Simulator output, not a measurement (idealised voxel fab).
Process module name: voxel self aligned vias
For reference, the cross-section in this document is cut, with width 250 nm and square cells of 5 nm.
Square cells in a grid make up a cross-section in this document, and the grid is given as bands, listed from the top down, each one or more rows of cells.
First you get the band's top height and its bottom height, in nm, and then the materials it's made of, left to right, with each width in nm. If you see a single material with "everywhere", that one covers the band edge to edge. "empty" is empty space.
Heights are measured from 0, the level below which the as-received wafer is all one material; the lowest band has no bottom and continues downward, written as in "0 down".
Think of "30->40" as a width that walks from the first number to the second as you go down the band, top row to bottom row, taking equal-sized steps from row to row.
No cell of the cross-section changed in a step that is given as "nothing got changed".
"Completely sealed voids": empty spaces of 8 cells or more with no open way to the top, each given as width x height at distance, distance from the left edge, all in nm.
The remark found on a step's line after its settings is issued by the simulator itself and pertains to that step.
overlay nm: step with mask; distance mask lay right of planned place; negative value = left of planned place.
[The following list gives the planned process steps]
1. RECEIVE,material Si
2. CONFORMAL_DEP,material SiO2,thk nm 15
3. CONFORMAL_DEP,material SiCN,thk nm 5
4. DIRECTIONAL_DEP,material lowk,thk nm 25
5. PATTERN,tone open,mask id LINES,material resist,width nm 15,pitch nm 55,thk nm 20,overlay nm 0
6. DIRECTIONAL_ETCH,etch materials lowk,depth nm 25
7. STRIP,etch materials resist
8. CONFORMAL_DEP,material TiN,thk nm 5
9. FILL_DEP,material W,thk nm 5
10. CMP,height nm 45
11. SELECTIVE_ETCH,etch materials W Ru TiN,depth nm 5
12. FILL_DEP,material SiN,thk nm 10
13. CMP,height nm 45
14. DIRECTIONAL_DEP,material lowk,thk nm 20
15. DIRECTIONAL_DEP,material aC,thk nm 10
16. PATTERN,tone open,mask id VIAS,material resist,width nm 40,pitch nm 55,thk nm 25,overlay nm 0
17. DIRECTIONAL_ETCH,etch materials aC,depth nm 10
18. STRIP,etch materials resist
19. DIRECTIONAL_ETCH,etch materials lowk,depth nm 20
20. DIRECTIONAL_ETCH,etch materials SiN,depth nm 5
21. STRIP,etch materials aC
22. CONFORMAL_DEP,material TiN,thk nm 5
23. FILL_DEP,material Ru,thk nm 10
24. CMP,height nm 65
25. CONFORMAL_DEP,material SiCN,thk nm 5
It is noted that the wafers described herein are identical at the outset and are distinguished by the width nm of step 5; the value stated in the plan corresponds to the first wafer.
[This is how the first of several wafers looked in cross-section when it arrived, which is after step 1]
  0 down = Si everywhere
  Completely sealed voids: none
[First of several wafers: cross-section at the end of the module, after step 25, its last step]
  70 to 65 = SiCN everywhere
  65 to 50 = lowk: 50 | TiN: 5 | Ru: 30 | TiN: 5 | lowk: 15 | TiN: 5 | Ru: 30 | TiN: 5 | lowk: 15 | TiN: 5 | Ru: 30 | TiN: 5 | lowk: 50
  50 to 45 = lowk: 50 | TiN: 20 | Ru: 5 | TiN: 15 | lowk: 15 | TiN: 20 | Ru: 5 | TiN: 15 | lowk: 15 | TiN: 20 | Ru: 5 | TiN: 15 | lowk: 50
  45 to 40 = lowk: 65 | TiN: 15 | lowk: 40 | TiN: 15 | lowk: 40 | TiN: 15 | lowk: 60
  40 to 25 = lowk: 65 | TiN: 5 | W: 5 | TiN: 5 | lowk: 40 | TiN: 5 | W: 5 | TiN: 5 | lowk: 40 | TiN: 5 | W: 5 | TiN: 5 | lowk: 60
  25 to 20 = lowk: 65 | TiN: 15 | lowk: 40 | TiN: 15 | lowk: 40 | TiN: 15 | lowk: 60
  20 to 15 = SiCN everywhere
  15 to 0 = SiO2 everywhere
  0 down = Si everywhere
  Completely sealed voids: none
[Wafer cross-section (last wafer, module end)]
  70 to 65 = SiCN everywhere
  65 to 50 = lowk: 50 | TiN: 5 | Ru: 30 | TiN: 5 | lowk: 15 | TiN: 5 | Ru: 30 | TiN: 5 | lowk: 15 | TiN: 5 | Ru: 30 | TiN: 5 | lowk: 50
  50 to 45 = lowk: 50 | TiN: 10 | Ru: 25 | TiN: 5 | lowk: 15 | TiN: 10 | Ru: 25 | TiN: 5 | lowk: 15 | TiN: 10 | Ru: 25 | TiN: 5 | lowk: 50
  45 to 40 = lowk: 55 | TiN: 35 | lowk: 20 | TiN: 35 | lowk: 20 | TiN: 35 | lowk: 50
  40 to 25 = lowk: 55 | TiN: 5 | W: 25 | TiN: 5 | lowk: 20 | TiN: 5 | W: 25 | TiN: 5 | lowk: 20 | TiN: 5 | W: 25 | TiN: 5 | lowk: 50
  25 to 20 = lowk: 55 | TiN: 35 | lowk: 20 | TiN: 35 | lowk: 20 | TiN: 35 | lowk: 50
  20 to 15 = SiCN everywhere
  15 to 0 = SiO2 everywhere
  0 down = Si everywhere
  Completely sealed voids: none
[Every row in this table is a wafer at the end of the module, and it gives, for each of the materials, the cells that wafer has gained (+) or lost (-) since it was received, then its closed voids]
width nm 15, +57 Ru, +100 SiCN, +150 SiO2, +75 TiN, +9 W, +309 lowk, Completely sealed voids: none
width nm 20, +60 Ru, +100 SiCN, +150 SiO2, +78 TiN, +18 W, +294 lowk, Completely sealed voids: none
width nm 25, +63 Ru, +100 SiCN, +150 SiO2, +81 TiN, +27 W, +279 lowk, Completely sealed voids: none
width nm 30, +66 Ru, +100 SiCN, +150 SiO2, +84 TiN, +36 W, +264 lowk, Completely sealed voids: none
width nm 35, +69 Ru, +100 SiCN, +150 SiO2, +87 TiN, +45 W, +249 lowk, Completely sealed voids: none
